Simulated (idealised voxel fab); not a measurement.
Process module, titled voxel lift off
Section shown: cut. Width: 210 nm. Cell size: 5 nm, square.
Heads up, the way a cross-section reads in here is a grid of square cells, handed over as bands from the top down, with every band being one or more rows of cells.
Per band: top height and bottom height in nm, followed by the left-to-right materials and their widths in nm; "full width" marks a single material spanning edge to edge, "air" marks empty space.
The level at which height equals 0 is the one under which the wafer, as it arrives, is entirely one material. No lower edge exists for the bottom band, which continues downward and is notated as in "z 0 and below".
With a width like "30 to 40", each row of cells in the band differs from the next by the same amount, the top row carrying the first number and the bottom row the second.
Any step labelled "nothing changed" changed none of the cells in the cross-section.
The entry titled "Enclosed cavity list" provides the empty spaces that have no open way to the top, restricted to those of 8 cells or more. Each is presented as width x height at distance, the distance being measured from the left edge, with all three in nm.
On each step's line, the part that comes after the settings is the simulator's own comment on the step.
Each step line may optionally specify "overlay nm", which for a step with a mask gives the rightward distance between the mask's planned place and where it lay, a negative value indicating the leftward direction.
# Listed below are the process steps as planned
1 RECEIVE | material Si
2 CONFORMAL_DEP | material SiO2 | thk nm 5
3 PATTERN | tone open | mask id LINES | material resist | width nm 20 | pitch nm 35 | thk nm 20 | overlay nm 0
4 DIRECTIONAL_DEP | material Ru | thk nm 5
5 STRIP | etch materials resist
6 CONFORMAL_DEP | material SiCN | thk nm 10
# Incoming wafer in cross-section (state: after step 1)
* z 0 and below = Si full width
* Enclosed cavity list: none
# Final wafer profile in cross-section after the module, from the same start and plan as above, with one mistake made during processing
* z 20 to 15 = 55 air, 105 SiCN, 50 air
* z 15 to 10 = SiCN full width
* z 10 to 5 = 65 SiCN, 15 Ru, 20 SiCN, 15 Ru, 20 SiCN, 15 Ru, 60 SiCN
* z 5 to 0 = SiO2 full width
* z 0 and below = Si full width
* Enclosed cavity list: none
What went wrong in running the wafer? step 3 did not happen as planned, as run it was PATTERN | tone open | mask id LINES | material resist | width nm 15 | pitch nm 35 | thk nm 20 | overlay nm 0
